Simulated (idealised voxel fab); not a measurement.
This is a process module. Its name is voxel spacer lines.
The cross-section shown here is cut; it is 155 nm wide and divided into square cells measuring 5 nm on a side.
Heads up, the way a cross-section reads in here is a grid of square cells, handed over as bands from the top down, with every band being one or more rows of cells. Per band: top height and bottom height in nm, followed by the left-to-right materials and their widths in nm; "everywhere" marks a single material spanning edge to edge, "blank" marks empty space. Heights are expressed relative to 0, this being the level below which the as-received wafer comprises one material exclusively. The lowest band is unbounded in the downward direction and is denoted as in "0 -> down". It should be noted that a width expressed as "30->40" varies in equal increments from row to row of cells within the band, taking the value of the first number at the top row and that of the second number at the bottom row. Basically "all unchanged" means that step didn't change any cell in the cross-section. Empty spaces counting at least 8 cells and having no open way to the top are listed in "Cavities, sealed". The notation width x height at distance is used for each, the distance being from the left edge and all three values in nm. It should be noted that, on the line of a given step, the content following the step's settings is a remark produced by the simulator itself with respect to that step. Each step line may optionally specify "overlay nm", which for a step with a mask gives the rightward distance between the mask's planned place and where it lay, a negative value indicating the leftward direction.

**The steps planned for the process are as follows**
1: RECEIVE,material Si
2: CONFORMAL_DEP,material SiO2,thk nm 10
3: DIRECTIONAL_DEP,material polySi,thk nm 10
4: DIRECTIONAL_DEP,material aC,thk nm 30
5: PATTERN,tone cover,mask id MANDREL,material resist,width nm 20,pitch nm 60,thk nm 35,overlay nm 0
6: DIRECTIONAL_ETCH,etch materials aC,depth nm 30
7: STRIP,etch materials resist
8: CONFORMAL_DEP,material SiN,thk nm 10
9: DIRECTIONAL_ETCH,etch materials SiN,depth nm 10
10: STRIP,etch materials aC
11: DIRECTIONAL_ETCH,etch materials polySi,depth nm 5
12: STRIP,etch materials SiN
Be aware that, although all wafers share a common starting state, the depth nm at step 11 differs among them, and the plan displays the first wafer's value.

**Cross-section, first of several wafers, as delivered after step 1**
    0 -> down: Si everywhere
    Cavities, sealed: none

**Every row in this table is a wafer at the end of the module, and it gives, for each of the materials, the cells that wafer has gained (+) or lost (-) since it was received, then its closed voids**
depth nm 5; +62 SiO2; +39 polySi; Cavities, sealed: none
depth nm 10; +62 SiO2; +16 polySi; Cavities, sealed: none
depth nm 15; +62 SiO2; +16 polySi; Cavities, sealed: none
depth nm 20; +62 SiO2; +16 polySi; Cavities, sealed: none
depth nm 25; +62 SiO2; +16 polySi; Cavities, sealed: none
